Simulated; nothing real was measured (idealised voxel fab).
The document below concerns the process module designated voxel wiring stack.
For reference, the cross-section in this document is cut, with width 190 nm and square cells of 5 nm.
Throughout this document, each cross-section is represented as a grid of square cells and is presented as a sequence of bands enumerated from the top downward, where a band comprises one or more rows of cells. It is stipulated that each band's entry specify, in nanometres, the height of the top of the band and then that of its bottom, followed by the materials of the band in left-to-right sequence, each together with its width in nanometres. A single material marked by the word "everywhere" is understood to fill the band from edge to edge; the word "blank" is understood to denote empty space. Convention: height 0 is the level below which the wafer, as received, is all one material. The lowest band does not terminate at the bottom but continues downward, represented as "from 0 down". You'd read "30..40" like this: the band's top row of cells is as wide as the first number, its bottom row is as wide as the second, and going down, every row changes width by the same amount as the row before did. No cell of the cross-section changed in a step that is given as "nothing different". "Sealed voids" means: voids of 8 cells or more that are shut off from the top with no open way through. Written width x height at distance, distance from the left edge, in nm. Whatever follows a step's settings on its line is a remark the simulator itself makes about that step. "overlay nm", when on a step's line for a step with a mask, measures how far to the right of its planned place the mask lay; a negative measure means to the left.
## List of planned process steps
1 RECEIVE (material Si)
2 CONFORMAL_DEP (material SiO2; thk nm 10)
3 DIRECTIONAL_DEP (material TiN; thk nm 5)
4 DIRECTIONAL_DEP (material Ru; thk nm 20)
5 PATTERN (tone cover; mask id METAL_1; material resist; width nm 20; pitch nm 45; thk nm 20; overlay nm 0)
6 DIRECTIONAL_ETCH (etch materials Ru; depth nm 20)
7 DIRECTIONAL_ETCH (etch materials TiN; depth nm 5)
8 STRIP (etch materials resist)
9 CONFORMAL_DEP (material SiN; thk nm 5)
10 FILL_DEP (material SiO2; thk nm 5)
11 CMP (height nm 35)
12 CONFORMAL_DEP (material SiCN; thk nm 5)
13 DIRECTIONAL_DEP (material lowk; thk nm 35)
14 DIRECTIONAL_DEP (material aC; thk nm 10)
15 PATTERN (tone open; mask id METAL_2; material resist; width nm 20; pitch nm 45; thk nm 25; overlay nm 0)
16 DIRECTIONAL_ETCH (etch materials aC; depth nm 10)
17 STRIP (etch materials resist)
18 DIRECTIONAL_ETCH (etch materials lowk; depth nm 20)
19 STRIP (etch materials aC)
20 MASKED_ETCH (tone open; mask id METAL_2_HOLES; width nm 15; pitch nm 45; etch materials lowk; depth nm 15; overlay nm 0)
21 MASKED_ETCH (tone open; mask id METAL_2_HOLES; width nm 15; pitch nm 45; etch materials SiCN; depth nm 5; overlay nm 0)
22 CONFORMAL_DEP (material TiN; thk nm 5)
23 FILL_DEP (material Cu; thk nm 5)
24 CMP (height nm 75)
25 CONFORMAL_DEP (material SiN; thk nm 5)
## Received-state cross-section, reflecting completion of step 1
from 0 down = Si everywhere
Sealed voids: none
## Cross-section, end of module. Start: as above. Plan: as above. Execution: one mistake
from 80 to 75 = SiN everywhere
from 75 to 60 = lowk (60)  TiN (5)  Cu (10)  TiN (5)  lowk (25)  TiN (5)  Cu (10)  TiN (5)  lowk (65)
from 60 to 55 = lowk (60)  TiN (5)  Cu (5)  TiN (10)  lowk (25)  TiN (5)  Cu (5)  TiN (10)  lowk (65)
from 55 to 40 = lowk (60)  TiN (5)  Cu (5)  TiN (5)  lowk (30)  TiN (5)  Cu (5)  TiN (5)  lowk (70)
from 40 to 35 = SiCN (60)  TiN (15)  SiCN (30)  TiN (15)  SiCN (70)
from 35 to 15 = Ru (60)  SiN (5)  SiO2 (10)  SiN (5)  Ru (25)  SiN (5)  SiO2 (10)  SiN (5)  Ru (65)
from 15 to 10 = TiN (60)  SiN (20)  TiN (25)  SiN (20)  TiN (65)
from 10 to 0 = SiO2 everywhere
from 0 down = Si everywhere
Sealed voids: none
What was done differently from what was planned? the process deviated at step 5: the operation and settings actually run there were PATTERN (tone open; mask id METAL_1; material resist; width nm 20; pitch nm 45; thk nm 20; overlay nm 0)
